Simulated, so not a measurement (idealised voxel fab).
The process module presented herein is designated voxel trench capacitor.
It is cross-section cut that appears here, measuring 255 nm in width, its square cells being 5 nm in size.
How to read a cross-section here: the picture is a grid of square cells, written as bands going from the top down, and any band can span one or more rows of cells. A band entry consists of two parts. The first gives the height of the band's top and the height of its bottom, in nm. The rest lists the band's materials from left to right, each with its width in nm. A single material labelled with the word "edge to edge" fills the band from edge to edge, and the word "air" marks empty space. Height reference: 0 = level under which incoming wafer is all one material. Lowest band: no bottom, runs on downward, e.g. "from 0 down". Read "30 to 40" as a graded width: first number on top, second number at the bottom, same change between each pair of neighbouring rows. Given "everything unchanged" for a step, no cell of the cross-section differs between before and after that step. Enclosed empty spaces: empty space of 8 cells or more with no open way to the top, each as width x height at its distance from the left edge, in nm. Past the settings on a step's line: simulator remark, on that step. A step line may carry the setting "overlay nm", which, for steps involving a mask, states the distance by which the mask lay to the right of its intended position; negative values denote displacement to the left.

List of planned process steps
1 op RECEIVE | material Si
2 op CONFORMAL_DEP | material SiN | thk nm 10
3 op MASKED_ETCH | tone open | mask id TRENCH | width nm 25 | pitch nm 50 | etch materials SiN | depth nm 10 | overlay nm 0
4 op MASKED_ETCH | tone open | mask id TRENCH | width nm 25 | pitch nm 50 | etch materials Si | depth nm 40 | overlay nm 0
5 op CONFORMAL_DEP | material Al2O3 | thk nm 5
6 op CONFORMAL_DEP | material TiN | thk nm 5
7 op FILL_DEP | material W | thk nm 5
8 op CMP | height nm 10

Cross-section, incoming material, after step 1
* from 0 down | Si edge to edge
* Enclosed empty spaces: none

First wafer of two, sectioned at end of module; run went per plan
* from 10 to 0 | SiN 90 nm, then Al2O3 5 nm, then TiN 5 nm, then W 5 nm, then TiN 5 nm, then Al2O3 5 nm, then SiN 25 nm, then Al2O3 5 nm, then TiN 5 nm, then W 5 nm, then TiN 5 nm, then Al2O3 5 nm, then SiN 90 nm
* from 0 to -30 | Si 90 nm, then Al2O3 5 nm, then TiN 5 nm, then W 5 nm, then TiN 5 nm, then Al2O3 5 nm, then Si 25 nm, then Al2O3 5 nm, then TiN 5 nm, then W 5 nm, then TiN 5 nm, then Al2O3 5 nm, then Si 90 nm
* from -30 to -35 | Si 90 nm, then Al2O3 5 nm, then TiN 15 nm, then Al2O3 5 nm, then Si 25 nm, then Al2O3 5 nm, then TiN 15 nm, then Al2O3 5 nm, then Si 90 nm
* from -35 to -40 | Si 90 nm, then Al2O3 25 nm, then Si 25 nm, then Al2O3 25 nm, then Si 90 nm
* from -40 down | Si edge to edge
* Enclosed empty spaces: none

Here's the second of our two wafers sectioned at module end. Same start as the first, same plan, but one mistake got made running it
* from 20 to 15 | TiN 100 nm, then W 5 nm, then TiN 45 nm, then W 5 nm, then TiN 100 nm
* from 15 to 10 | Al2O3 95 nm, then TiN 5 nm, then W 5 nm, then TiN 5 nm, then Al2O3 35 nm, then TiN 5 nm, then W 5 nm, then TiN 5 nm, then Al2O3 95 nm
* from 10 to 0 | SiN 90 nm, then Al2O3 5 nm, then TiN 5 nm, then W 5 nm, then TiN 5 nm, then Al2O3 5 nm, then SiN 25 nm, then Al2O3 5 nm, then TiN 5 nm, then W 5 nm, then TiN 5 nm, then Al2O3 5 nm, then SiN 90 nm
* from 0 to -30 | Si 90 nm, then Al2O3 5 nm, then TiN 5 nm, then W 5 nm, then TiN 5 nm, then Al2O3 5 nm, then Si 25 nm, then Al2O3 5 nm, then TiN 5 nm, then W 5 nm, then TiN 5 nm, then Al2O3 5 nm, then Si 90 nm
* from -30 to -35 | Si 90 nm, then Al2O3 5 nm, then TiN 15 nm, then Al2O3 5 nm, then Si 25 nm, then Al2O3 5 nm, then TiN 15 nm, then Al2O3 5 nm, then Si 90 nm
* from -35 to -40 | Si 90 nm, then Al2O3 25 nm, then Si 25 nm, then Al2O3 25 nm, then Si 90 nm
* from -40 down | Si edge to edge
* Enclosed empty spaces: none
What was the processing mistake? step 8 ran differently from the plan; actual operation with settings: op CMP | height nm 20
Per the end-of-run cell counts, the second wafer holds more or fewer of some materials than the first: Al2O3: 45 more; TiN: 53 more; W: 4 more
